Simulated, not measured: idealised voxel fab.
process module | voxel transistor to metal
Cross-section cut spans 200 nm and uses square cells 5 nm in size.
A cross-section is written here as square cells arranged in a grid, and it is given in bands from the top down, each band taking up one or more rows of cells.
Each band's line starts with the height of the band's top and of its bottom, in nm. Then come its materials from left to right, each with its width in nm. One material with "full width" fills the band from edge to edge. "blank" is empty space.
Basically, 0 is our baseline, since under it the wafer straight out of the box is all one material. The bottom band has no lower end and keeps on going down, so it looks like "0..down".
So if you see something like "30..40" for the width, read it as the top row of the band sitting at the first number and the bottom row at the second, with every row in between moving by the same amount as the last.
It should be understood that the words "left unchanged", when stated for a given step, signify that the cross-section underwent no change in any of its cells during that step.
The entry titled "Enclosed void listing" provides the empty spaces that have no open way to the top, restricted to those of 8 cells or more. Each is presented as width x height at distance, the distance being measured from the left edge, with all three in nm.
The remark found on a step's line after its settings is issued by the simulator itself and pertains to that step.
Each step line may optionally specify "overlay nm", which for a step with a mask gives the rightward distance between the mask's planned place and where it lay, a negative value indicating the leftward direction.
### Planned process steps
1. RECEIVE, material Si
2. CONFORMAL_DEP, material SiO2, thk nm 5
3. CONFORMAL_DEP, material SiN, thk nm 15
4. PATTERN, tone cover, mask id ACTIVE, material resist, width nm 100, thk nm 15, overlay nm 0
5. DIRECTIONAL_ETCH, etch materials SiN, depth nm 15
6. DIRECTIONAL_ETCH, etch materials SiO2, depth nm 5
7. DIRECTIONAL_ETCH, etch materials Si, depth nm 35
8. STRIP, etch materials resist
9. FILL_DEP, material SiO2, thk nm 15
10. CMP, height nm 20
11. SELECTIVE_ETCH, etch materials SiO2, depth nm 5
12. STRIP, etch materials SiN
13. SELECTIVE_ETCH, etch materials SiO2, depth nm 5
14. OXIDIZE, depth nm 5
15. DIRECTIONAL_DEP, material polySi, thk nm 30
16. DIRECTIONAL_DEP, material SiCN, thk nm 10
17. PATTERN, tone cover, mask id GATE, material resist, width nm 20, thk nm 15, overlay nm 0
18. DIRECTIONAL_ETCH, etch materials SiCN, depth nm 20
19. DIRECTIONAL_ETCH, etch materials polySi, depth nm 40
20. STRIP, etch materials resist
21. CONFORMAL_DEP, material SiO2, thk nm 5
22. DIRECTIONAL_ETCH, etch materials SiO2, depth nm 5
23. CONFORMAL_DEP, material SiN, thk nm 5
24. DIRECTIONAL_ETCH, etch materials SiN, depth nm 5
25. DIRECTIONAL_ETCH, etch materials SiO2, depth nm 5
26. DIRECTIONAL_ETCH, etch materials Si, depth nm 15
27. EPI, material SiGe, thk nm 15
28. FILL_DEP, material SiO2, thk nm 5
29. CMP, height nm 40
30. DIRECTIONAL_DEP, material SiO2, thk nm 15
31. MASKED_ETCH, tone open, mask id CONTACT, width nm 20, pitch nm 70, etch materials SiO2, depth nm 45, overlay nm 0
32. CONFORMAL_DEP, material TiN, thk nm 5
33. FILL_DEP, material W, thk nm 10
34. CMP, height nm 55
35. DIRECTIONAL_DEP, material TiN, thk nm 5
36. DIRECTIONAL_DEP, material Ru, thk nm 20
37. DIRECTIONAL_DEP, material aC, thk nm 15
38. PATTERN, tone cover, mask id METAL_1, material resist, width nm 20, pitch nm 70, thk nm 30, overlay nm 0
39. DIRECTIONAL_ETCH, etch materials aC, depth nm 15
40. STRIP, etch materials resist
41. DIRECTIONAL_ETCH, etch materials Ru, depth nm 20
42. DIRECTIONAL_ETCH, etch materials TiN, depth nm 5
43. STRIP, etch materials aC
44. FILL_DEP, material lowk, thk nm 10
45. CMP, height nm 80
46. CONFORMAL_DEP, material SiCN, thk nm 5
47. DIRECTIONAL_DEP, material SiO2, thk nm 30
48. PATTERN, tone open, mask id METAL_2_HOLES, material resist, width nm 15, pitch nm 70, thk nm 20, overlay nm 0
49. DIRECTIONAL_ETCH, etch materials SiO2, depth nm 30
50. STRIP, etch materials resist
51. DIRECTIONAL_DEP, material aC, thk nm 15
52. PATTERN, tone open, mask id METAL_2, material resist, width nm 20, pitch nm 70, thk nm 30, overlay nm 0
53. DIRECTIONAL_ETCH, etch materials aC, depth nm 15
54. STRIP, etch materials resist
55. DIRECTIONAL_ETCH, etch materials SiO2, depth nm 15
56. DIRECTIONAL_ETCH, etch materials SiCN, depth nm 5
57. STRIP, etch materials aC
58. CONFORMAL_DEP, material TiN, thk nm 5
59. FILL_DEP, material Cu, thk nm 10
60. CMP, height nm 115
61. CONFORMAL_DEP, material SiN, thk nm 5
### This is the cross-section of the wafer as we received it, i.e. after step 1
  0..down: Si full width
  Enclosed void listing: none
### The first of two wafers, cross-sectioned at the end of the module, with the run proceeding as planned
  120..115: SiN full width
  115..105: SiO2 (55), TiN (5), Cu (10), TiN (5), SiO2 (50), TiN (5), Cu (10), TiN (5), SiO2 (55)
  105..100: SiO2 (55), TiN (5), Cu (5), TiN (10), SiO2 (50), TiN (5), Cu (5), TiN (10), SiO2 (55)
  100..85: SiO2 (55), TiN (5), Cu (5), TiN (5), SiO2 (55), TiN (5), Cu (5), TiN (5), SiO2 (60)
  85..80: SiCN (55), TiN (15), SiCN (55), TiN (15), SiCN (60)
  80..60: lowk (55), Ru (20), lowk (50), Ru (20), lowk (55)
  60..55: lowk (55), TiN (20), lowk (50), TiN (20), lowk (55)
  55..40: SiO2 (55), TiN (5), W (10), TiN (5), SiO2 (50), TiN (5), W (10), TiN (5), SiO2 (55)
  40..30: SiO2 (55), TiN (5), W (10), TiN (5), SiO2 (5), SiN (5), SiO2 (5), SiCN (20), SiO2 (5), SiN (5), SiO2 (5), TiN (5), W (10), TiN (5), SiO2 (55)
  30..15: SiO2 (55), TiN (5), W (10), TiN (5), SiO2 (5), SiN (5), SiO2 (5), polySi (20), SiO2 (5), SiN (5), SiO2 (5), TiN (5), W (10), TiN (5), SiO2 (55)
  15..10: SiO2 (55), TiN (20), SiO2 (5), SiN (5), SiO2 (5), polySi (20), SiO2 (5), SiN (5), SiO2 (5), TiN (20), SiO2 (55)
  10..0: SiO2 (50), SiN (5), SiGe (25), SiN (5), SiO2 (5), polySi (20), SiO2 (5), SiN (5), SiGe (25), SiN (5), SiO2 (50)
  0..-5: SiO2 (55), SiGe (25), SiO2 (40), SiGe (25), SiO2 (55)
  -5..-20: SiO2 (50), Si (5), SiGe (25), Si (40), SiGe (25), Si (5), SiO2 (50)
  -20..-35: SiO2 (50), Si (100), SiO2 (50)
  -35..down: Si full width
  Enclosed void listing: none
### The second wafer, shown in cross-section after the module: started the same way as the first and given the same plan, yet one mistake crept into how it was run
  120..115: SiN full width
  115..105: SiO2 (55), TiN (5), Cu (10), TiN (5), SiO2 (50), TiN (5), Cu (10), TiN (5), SiO2 (55)
  105..100: SiO2 (55), TiN (5), Cu (5), TiN (10), SiO2 (50), TiN (5), Cu (5), TiN (10), SiO2 (55)
  100..85: SiO2 (55), TiN (5), Cu (5), TiN (5), SiO2 (55), TiN (5), Cu (5), TiN (5), SiO2 (60)
  85..80: SiCN (55), TiN (15), SiCN (55), TiN (15), SiCN (60)
  80..60: W full width
  60..55: TiN full width
  55..40: SiO2 (55), TiN (5), W (10), TiN (5), SiO2 (50), TiN (5), W (10), TiN (5), SiO2 (55)
  40..30: SiO2 (55), TiN (5), W (10), TiN (5), SiO2 (5), SiN (5), SiO2 (5), SiCN (20), SiO2 (5), SiN (5), SiO2 (5), TiN (5), W (10), TiN (5), SiO2 (55)
  30..15: SiO2 (55), TiN (5), W (10), TiN (5), SiO2 (5), SiN (5), SiO2 (5), polySi (20), SiO2 (5), SiN (5), SiO2 (5), TiN (5), W (10), TiN (5), SiO2 (55)
  15..10: SiO2 (55), TiN (20), SiO2 (5), SiN (5), SiO2 (5), polySi (20), SiO2 (5), SiN (5), SiO2 (5), TiN (20), SiO2 (55)
  10..0: SiO2 (50), SiN (5), SiGe (25), SiN (5), SiO2 (5), polySi (20), SiO2 (5), SiN (5), SiGe (25), SiN (5), SiO2 (50)
  0..-5: SiO2 (55), SiGe (25), SiO2 (40), SiGe (25), SiO2 (55)
  -5..-20: SiO2 (50), Si (5), SiGe (25), Si (40), SiGe (25), Si (5), SiO2 (50)
  -20..-35: SiO2 (50), Si (100), SiO2 (50)
  -35..down: Si full width
  Enclosed void listing: none
Deviation from plan: step 36 ran differently from the plan; actual operation with settings: DIRECTIONAL_DEP, material W, thk nm 20
Bottom line after processing is that, in cells, the second wafer is up or down on some materials versus the first: Ru: 32 fewer, TiN: 32 more, W: 160 more, lowk: 160 fewer
